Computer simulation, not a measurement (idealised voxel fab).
This section sets out a process module, namely voxel self aligned contacts.
Section cut is 245 nm wide and gridded with 5 nm square cells.
Cross-section spec: square-cell grid; bands listed top down; each band is one or more rows.
A band entry consists of two parts. The first gives the height of the band's top and the height of its bottom, in nm. The rest lists the band's materials from left to right, each with its width in nm. A single material labelled with the word "throughout" fills the band from edge to edge, and the word "blank" marks empty space.
Below 0: as-received wafer, all one material; heights counted from there. Lowest band: no bottom, goes on down, written "0 and below".
The two numbers in a width such as "30->40" mark its ends across the band: the first belongs to the top row of cells, the second to the bottom row, and from each row to the next the width moves by the same amount.
Basically "nothing altered" means that step didn't change any cell in the cross-section.
The entry "Enclosed void listing" lists the empty spaces that cover at least 8 cells and have no open path to the top. Each is written as width x height at distance, where the distance is measured from the left edge and all three values are in nm.
Post-settings text on a step line: simulator's own remark regarding the step.
overlay nm: mask offset rightward from planned place, masked step; negative means leftward offset.
# Set out below are the planned steps of the process
| 1 | RECEIVE,material Si |
| 2 | CONFORMAL_DEP,material SiO2,thk nm 5 |
| 3 | DIRECTIONAL_DEP,material polySi,thk nm 20 |
| 4 | DIRECTIONAL_DEP,material SiN,thk nm 25 |
| 5 | DIRECTIONAL_DEP,material aC,thk nm 10 |
| 6 | PATTERN,tone cover,mask id GATE,material resist,width nm 25,pitch nm 70,thk nm 30,overlay nm 0 |
| 7 | DIRECTIONAL_ETCH,etch materials aC,depth nm 10 |
| 8 | STRIP,etch materials resist |
| 9 | DIRECTIONAL_ETCH,etch materials SiN,depth nm 25 |
| 10 | DIRECTIONAL_ETCH,etch materials polySi,depth nm 20 |
| 11 | STRIP,etch materials aC |
| 12 | CONFORMAL_DEP,material SiN,thk nm 10 |
| 13 | DIRECTIONAL_ETCH,etch materials SiN,depth nm 10 |
| 14 | FILL_DEP,material SiO2,thk nm 10 |
| 15 | CMP,height nm 55 |
| 16 | MASKED_ETCH,tone open,mask id CONTACT,width nm 55,pitch nm 70,etch materials SiO2,depth nm 55,overlay nm 0 |
| 17 | CONFORMAL_DEP,material TiN,thk nm 5 |
| 18 | FILL_DEP,material W,thk nm 5 |
| 19 | CMP,height nm 55 |
| 20 | CONFORMAL_DEP,material SiCN,thk nm 5 |
# Cross-section: wafer on arrival = after step 1
	0 and below  Si throughout
	Enclosed void listing: none
# The cross-section shown corresponds to the wafer at the conclusion of the module. The initial structure and the process plan are those presented above; however, one mistake occurred in executing the plan
	60 down to 55  SiCN throughout
	55 down to 50  30 SiO2 / 45 SiN / 25 TiN / 45 SiN / 25 TiN / 45 SiN / 30 SiO2
	50 down to 25  SiN throughout
	25 down to 5  polySi throughout
	5 down to 0  SiO2 throughout
	0 and below  Si throughout
	Enclosed void listing: none
What broke from the plan during processing? the plan had its step 4 run twice
